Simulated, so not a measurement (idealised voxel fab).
This section sets out a process module, namely voxel released beams.
Xsec cut, 150 nm wide, square cell size 5 nm.
The cross-sections in this document take the form of a grid made of square cells. They are written out as bands, in order from top to bottom. Each band consists of one or more rows of cells.
Top height, bottom height, nm. Materials left to right, width each, nm. Single material + "edge to edge" = fills band edge to edge. "blank" = empty.
Measure heights from 0. That's the level where, below it, the as-received wafer is all one material. The lowest band is bottomless and extends downward; write it as in "0..down".
Note: "30 to 40" means the width goes from the first number (top row of the band) to the second number (bottom row) in equal steps per row of cells.
What does "identical to before" mean for a step? It means no cell of the cross-section changed in that step.
Entry "Sealed voids" = empty spaces >= 8 cells with no open way to the top; each as width x height at distance, distance from left edge, all nm.
Text after the settings on a step's line: the simulator's own remark on that step.
On any step carrying a mask, the "overlay nm" setting, if present on the step's line, tells how far right of its planned place the mask lay; negative values point to the left.

-- Listed below are the process steps as planned
1) RECEIVE, material Si
2) CONFORMAL_DEP, material Al2O3, thk nm 5
3) DIRECTIONAL_DEP, material SiO2, thk nm 20
4) DIRECTIONAL_DEP, material aC, thk nm 10
5) PATTERN, tone open, mask id ANCHOR, material resist, width nm 30, thk nm 30, overlay nm 0
6) DIRECTIONAL_ETCH, etch materials aC, depth nm 10
7) STRIP, etch materials resist
8) DIRECTIONAL_ETCH, etch materials SiO2, depth nm 20
9) STRIP, etch materials aC
10) CONFORMAL_DEP, material polySi, thk nm 15
11) PATTERN, tone cover, mask id BEAM, material resist, width nm 115, thk nm 15, overlay nm 0
12) DIRECTIONAL_ETCH, etch materials polySi, depth nm 15
13) STRIP, etch materials resist
14) STRIP, etch materials SiO2
Where the wafers of this document differ is in the width nm of step 5; they start out the same, and the plan states the value that applied to the first wafer.

-- first wafer as received, after step 1
> 0..down = Si edge to edge
> Sealed voids: none

-- Row per wafer, end-of-module: cell gain (+)/loss (-) by material since the wafer came in, then closed voids
width nm 30 | +30 Al2O3 | +93 polySi | Sealed voids: none
width nm 35 | +30 Al2O3 | +93 polySi | Sealed voids: none
width nm 40 | +30 Al2O3 | +93 polySi | Sealed voids: none
width nm 45 | +30 Al2O3 | +93 polySi | Sealed voids: none
width nm 50 | +30 Al2O3 | +93 polySi | Sealed voids: none
width nm 55 | +30 Al2O3 | +93 polySi | Sealed voids: none
